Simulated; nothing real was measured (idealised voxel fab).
This section sets out a process module, namely voxel capacitor over wiring.
For reference, the cross-section in this document is cut, with width 235 nm and square cells of 5 nm.
Format of a cross-section: grid, square cells. Given as bands. Order: top down. Band: one or more rows of cells. For a band, the entry starts with two heights in nm, that of the top and then that of the bottom, and carries on with the band's materials in order from left to right, each alongside its width in nm; the word "everywhere" beside a single material means it fills the band edge to edge, and "empty" means empty space. Heads up on the height convention: 0 is the point under which the incoming wafer is all one material, and the lowest band has no bottom, it just keeps going down, like "0 -> down". A width such as "30->40" changes by the same amount from each row of cells to the next, from the band's top row to its bottom row. "remained the same" for a step: no cell of the cross-section changed in that step. Each empty space that has no open way to the top and spans at least 8 cells appears under "Closed-off voids" as width x height at distance, the distance counted from the left edge, all in nm. That trailing text on a step's line, after the settings, is the simulator's own remark on the step. A step line may carry the setting "overlay nm", which, for steps involving a mask, states the distance by which the mask lay to the right of its intended position; negative values denote displacement to the left.

[Here's what the planned process steps look like]
1,RECEIVE: material Si
2,CONFORMAL_DEP: material SiO2, thk nm 15
3,CONFORMAL_DEP: material SiCN, thk nm 5
4,DIRECTIONAL_DEP: material lowk, thk nm 20
5,DIRECTIONAL_DEP: material aC, thk nm 10
6,PATTERN: tone open, mask id METAL_1, material resist, width nm 25, pitch nm 85, thk nm 25, overlay nm 0
7,DIRECTIONAL_ETCH: etch materials aC, depth nm 10
8,STRIP: etch materials resist
9,DIRECTIONAL_ETCH: etch materials lowk, depth nm 20
10,DIRECTIONAL_ETCH: etch materials SiCN, depth nm 5
11,STRIP: etch materials aC
12,CONFORMAL_DEP: material TiN, thk nm 5
13,FILL_DEP: material Cu, thk nm 10
14,CMP: height nm 40
15,CONFORMAL_DEP: material SiCN, thk nm 5
16,DIRECTIONAL_DEP: material SiO2, thk nm 15
17,PATTERN: tone open, mask id PLUG_1, material resist, width nm 15, thk nm 20, overlay nm 0
18,DIRECTIONAL_ETCH: etch materials SiO2, depth nm 15
19,DIRECTIONAL_ETCH: etch materials SiCN, depth nm 5
20,STRIP: etch materials resist
21,CONFORMAL_DEP: material TiN, thk nm 5
22,FILL_DEP: material Ru, thk nm 10
23,CMP: height nm 60
24,DIRECTIONAL_DEP: material TiN, thk nm 5
25,DIRECTIONAL_DEP: material HfO2, thk nm 5
26,DIRECTIONAL_DEP: material TiN, thk nm 5
27,PATTERN: tone cover, mask id UPPER_PLATE, material resist, width nm 65, thk nm 20, overlay nm 0
28,DIRECTIONAL_ETCH: etch materials TiN, depth nm 5
29,DIRECTIONAL_ETCH: etch materials HfO2, depth nm 5
30,STRIP: etch materials resist
31,MASKED_ETCH: tone cover, mask id LOWER_PLATE, width nm 75, etch materials TiN, depth nm 5, overlay nm 0
32,FILL_DEP: material SiO2, thk nm 15
33,CMP: height nm 85
34,PATTERN: tone open, mask id PLUG_2, material resist, width nm 15, thk nm 20, overlay nm 0
35,DIRECTIONAL_ETCH: etch materials SiO2, depth nm 10
36,STRIP: etch materials resist
37,CONFORMAL_DEP: material TiN, thk nm 5
38,FILL_DEP: material W, thk nm 5
39,CMP: height nm 85
40,CONFORMAL_DEP: material SiN, thk nm 5

[Received-state cross-section, reflecting completion of step 1]
* 0 -> down = Si everywhere
* Closed-off voids: none

[first wafer at the end, as planned]
* 90 -> 85 = SiN everywhere
* 85 -> 80 = SiO2: 80; TiN: 5; W: 5; TiN: 5; SiO2: 140
* 80 -> 70 = SiO2: 80->70; TiN: 15->65; SiO2: 140->100
* 70 -> 65 = SiO2: 70; HfO2: 65; SiO2: 100
* 65 -> 60 = SiO2: 65; TiN: 75; SiO2: 95
* 60 -> 45 = SiO2: 70; TiN: 5; Ru: 5; TiN: 5; SiO2: 150
* 45 -> 40 = SiCN: 70; TiN: 15; SiCN: 150
* 40 -> 20 = lowk: 60; TiN: 5; Cu: 15; TiN: 5; lowk: 60; TiN: 5; Cu: 15; TiN: 5; lowk: 65
* 20 -> 15 = SiCN: 60; TiN: 25; SiCN: 60; TiN: 25; SiCN: 65
* 15 -> 0 = SiO2 everywhere
* 0 -> down = Si everywhere
* Closed-off voids: none

[Cross-sectional view: second of two wafers, end of module; start and plan identical to the first, one mistake in running]
* 90 -> 85 = SiN everywhere
* 85 -> 80 = SiO2: 80; TiN: 5; W: 5; TiN: 5; SiO2: 140
* 80 -> 70 = SiO2: 80->70; TiN: 15->65; SiO2: 140->100
* 70 -> 65 = SiO2: 70; HfO2: 65; SiO2: 100
* 65 -> 60 = SiO2: 65; TiN: 75; SiO2: 95
* 60 -> 45 = SiO2: 70; TiN: 5; Ru: 5; TiN: 5; SiO2: 150
* 45 -> 40 = SiCN: 70; TiN: 15; SiCN: 150
* 40 -> 20 = Cu: 55; TiN: 5; lowk: 25; TiN: 5; Cu: 50; TiN: 5; lowk: 25; TiN: 5; Cu: 60
* 20 -> 15 = TiN: 60; SiCN: 25; TiN: 60; SiCN: 25; TiN: 65
* 15 -> 0 = SiO2 everywhere
* 0 -> down = Si everywhere
* Closed-off voids: none
what went wrong: step 6: run off-plan, actual operation and settings PATTERN: tone cover, mask id METAL_1, material resist, width nm 25, pitch nm 85, thk nm 25, overlay nm 0
Materials where the second wafer ends with more or fewer cells than the first: Cu: 108 more; SiCN: 27 fewer; TiN: 27 more; lowk: 108 fewer
